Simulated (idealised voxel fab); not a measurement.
process module | voxel wiring stack
cross-section cut | 195 nm wide | cells 5 nm
A cross-section is a grid of square cells, given in bands from the top down. A band is one or more rows of cells.
Each band's line starts with the height of the band's top and of its bottom, in nm. Then come its materials from left to right, each with its width in nm. One material with "throughout" fills the band from edge to edge. "air" is empty space.
Height 0 is the level under which the wafer as received is all one material. The lowest band goes on downwards, as in "0 down".
A width such as "30 to 40" changes by the same amount from each row of cells to the next, from the band's top row to its bottom row.
"no change" after a step means that no cell of the cross-section changed.
closed voids: empty space of 8 cells or more with no open way to the top, each as width x height at its distance from the left edge, in nm
after a step's settings: what the simulator itself notes on the step
overlay nm, on a step with a mask: how far to the right of its planned place the mask lay; to the left if negative
plan
1 op RECEIVE | material Si
2 op CONFORMAL_DEP | material SiO2 | thk nm 15
3 op CONFORMAL_DEP | material SiCN | thk nm 5
4 op DIRECTIONAL_DEP | material SiO2 | thk nm 20
5 op MASKED_ETCH | tone open | mask id METAL_1 | width nm 30 | pitch nm 45 | etch materials SiO2 | depth nm 20 | overlay nm 0
6 op MASKED_ETCH | tone open | mask id METAL_1 | width nm 30 | pitch nm 45 | etch materials SiCN | depth nm 5 | overlay nm 0
7 op CONFORMAL_DEP | material TiN | thk nm 5
8 op FILL_DEP | material W | thk nm 10
9 op CMP | height nm 40
10 op CONFORMAL_DEP | material SiCN | thk nm 5
11 op DIRECTIONAL_DEP | material SiO2 | thk nm 15
12 op MASKED_ETCH | tone open | mask id PLUG_1 | width nm 15 | pitch nm 45 | etch materials SiO2 | depth nm 15 | overlay nm 0
13 op MASKED_ETCH | tone open | mask id PLUG_1 | width nm 15 | pitch nm 45 | etch materials SiCN | depth nm 5 | overlay nm 0
14 op CONFORMAL_DEP | material TiN | thk nm 5
15 op FILL_DEP | material Cu | thk nm 10
16 op CMP | height nm 60
17 op CONFORMAL_DEP | material SiCN | thk nm 5
18 op DIRECTIONAL_DEP | material lowk | thk nm 25
19 op DIRECTIONAL_DEP | material aC | thk nm 10
20 op PATTERN | tone open | mask id METAL_2 | material resist | width nm 30 | pitch nm 45 | thk nm 30 | overlay nm 0
21 op DIRECTIONAL_ETCH | etch materials aC | depth nm 10
22 op STRIP | etch materials resist
23 op DIRECTIONAL_ETCH | etch materials lowk | depth nm 25
24 op DIRECTIONAL_ETCH | etch materials SiCN | depth nm 5
25 op STRIP | etch materials aC
26 op CONFORMAL_DEP | material TiN | thk nm 5
27 op FILL_DEP | material Ru | thk nm 10
28 op CMP | height nm 90
29 op CONFORMAL_DEP | material SiCN | thk nm 5
as received, after step 1
  0 down: Si throughout
  closed voids: none
a wafer at the end: this start, this plan, one mistake
  95 to 90: lowk throughout
  90 to 65: lowk 60 | TiN 5 | Ru 20 | TiN 5 | lowk 15 | TiN 5 | Ru 20 | TiN 5 | lowk 60
  65 to 60: SiCN 60 | TiN 30 | SiCN 15 | TiN 30 | SiCN 60
  60 to 45: SiO2 60 | TiN 5 | Cu 5 | TiN 5 | SiO2 30 | TiN 5 | Cu 5 | TiN 5 | SiO2 75
  45 to 40: SiCN 60 | TiN 15 | SiCN 30 | TiN 15 | SiCN 75
  40 to 20: SiO2 60 | TiN 5 | W 20 | TiN 5 | SiO2 15 | TiN 5 | W 20 | TiN 5 | SiO2 60
  20 to 15: SiCN 60 | TiN 30 | SiCN 15 | TiN 30 | SiCN 60
  15 to 0: SiO2 throughout
  0 down: Si throughout
  closed voids: none
what went wrong: step 29 ran as: op CONFORMAL_DEP | material lowk | thk nm 5
